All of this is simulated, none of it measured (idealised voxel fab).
Process module under the name voxel lift off
Section shown: cut. Width: 205 nm. Cell size: 5 nm, square.
Throughout this document, each cross-section is represented as a grid of square cells and is presented as a sequence of bands enumerated from the top downward, where a band comprises one or more rows of cells. Heads up on the band format: heights come first, top then bottom, in nm. After that it's the materials left to right, each with its width in nm. A single material flagged "everywhere" fills the whole band edge to edge, and "blank" means there's empty space there. The level at which height equals 0 is the one under which the wafer, as it arrives, is entirely one material. No lower edge exists for the bottom band, which continues downward and is notated as in "0 down". Think of "30->40" as a width that walks from the first number to the second as you go down the band, top row to bottom row, taking equal-sized steps from row to row. Step marked "nothing got changed"? Then no cell in the cross-section changed in it. Empty spaces counting at least 8 cells and having no open way to the top are listed in "Closed internal cavities". The notation width x height at distance is used for each, the distance being from the left edge and all three values in nm. after a step's settings: what the simulator itself notes on the step. overlay nm: right-of-plan distance of the mask on a masked step; negative values mean left-of-plan.

Process steps foreseen in the plan
step 1: RECEIVE [material Si]
step 2: CONFORMAL_DEP [material SiN] [thk nm 15]
step 3: PATTERN [tone open] [mask id LINES] [material resist] [width nm 15] [pitch nm 40] [thk nm 25] [overlay nm 0]
step 4: DIRECTIONAL_DEP [material Ru] [thk nm 15]
step 5: STRIP [etch materials resist]
step 6: CONFORMAL_DEP [material SiN] [thk nm 10]

Concerning the first of two wafers, which was run in accordance with the plan

As received (post step 1): cross-section
- 0 down = Si everywhere
- Closed internal cavities: none

Wafer section view after processing step 2
- 15 to 0 = SiN everywhere
- Under 0: no change, same as before.

Wafer section view after processing step 3
- 40 to 15 = resist=55 / blank=15 / resist=25 / blank=15 / resist=25 / blank=15 / resist=55
- Under 15: no change, same as before.

Wafer section view after processing step 4
- 55 to 40 = Ru=55 / blank=15 / Ru=25 / blank=15 / Ru=25 / blank=15 / Ru=55
- 40 to 30 = resist=55 / blank=15 / resist=25 / blank=15 / resist=25 / blank=15 / resist=55
- 30 to 15 = resist=55 / Ru=15 / resist=25 / Ru=15 / resist=25 / Ru=15 / resist=55
- Under 15: no change, same as before.

Wafer section view after processing step 5
- 30 to 15 = blank=55 / Ru=15 / blank=25 / Ru=15 / blank=25 / Ru=15 / blank=55
- Under 15: no change, same as before.

Wafer section view after processing step 6
- 40 to 30 = blank=45 / SiN=35 / blank=5 / SiN=35 / blank=5 / SiN=35 / blank=45
- 30 to 25 = blank=45 / SiN=10 / Ru=15 / SiN=10 / blank=5 / SiN=10 / Ru=15 / SiN=10 / blank=5 / SiN=10 / Ru=15 / SiN=10 / blank=45
- 25 to 15 = SiN=55 / Ru=15 / SiN=25 / Ru=15 / SiN=25 / Ru=15 / SiN=55
- Under 15: no change, same as before.

Wafer two: like wafer one in start and plan, but with one mistake in execution; identical up to and including step 1

Second wafer, section view, time point: scheduled end of step 2
- 5 to 0 = SiN everywhere
- Under 0: no change, same as before.

Second wafer, section view, time point: scheduled end of step 3
- 30 to 5 = resist=55 / blank=15 / resist=25 / blank=15 / resist=25 / blank=15 / resist=55
- Under 5: no change, same as before.

Second wafer, section view, time point: scheduled end of step 4
- 45 to 30 = Ru=55 / blank=15 / Ru=25 / blank=15 / Ru=25 / blank=15 / Ru=55
- 30 to 20 = resist=55 / blank=15 / resist=25 / blank=15 / resist=25 / blank=15 / resist=55
- 20 to 5 = resist=55 / Ru=15 / resist=25 / Ru=15 / resist=25 / Ru=15 / resist=55
- Under 5: no change, same as before.

Second wafer, section view, time point: scheduled end of step 5
- 20 to 5 = blank=55 / Ru=15 / blank=25 / Ru=15 / blank=25 / Ru=15 / blank=55
- Under 5: no change, same as before.

Second wafer, section view, time point: scheduled end of step 6
- 30 to 20 = blank=45 / SiN=35 / blank=5 / SiN=35 / blank=5 / SiN=35 / blank=45
- 20 to 15 = blank=45 / SiN=10 / Ru=15 / SiN=10 / blank=5 / SiN=10 / Ru=15 / SiN=10 / blank=5 / SiN=10 / Ru=15 / SiN=10 / blank=45
- 15 to 5 = SiN=55 / Ru=15 / SiN=25 / Ru=15 / SiN=25 / Ru=15 / SiN=55
- Under 5: no change, same as before.
Diagnosis: the process deviated at step 2: the operation and settings actually run there were CONFORMAL_DEP [material SiN] [thk nm 5]
End check, counted in cells, second wafer has more or fewer of these materials than the first: 82 fewer of SiN
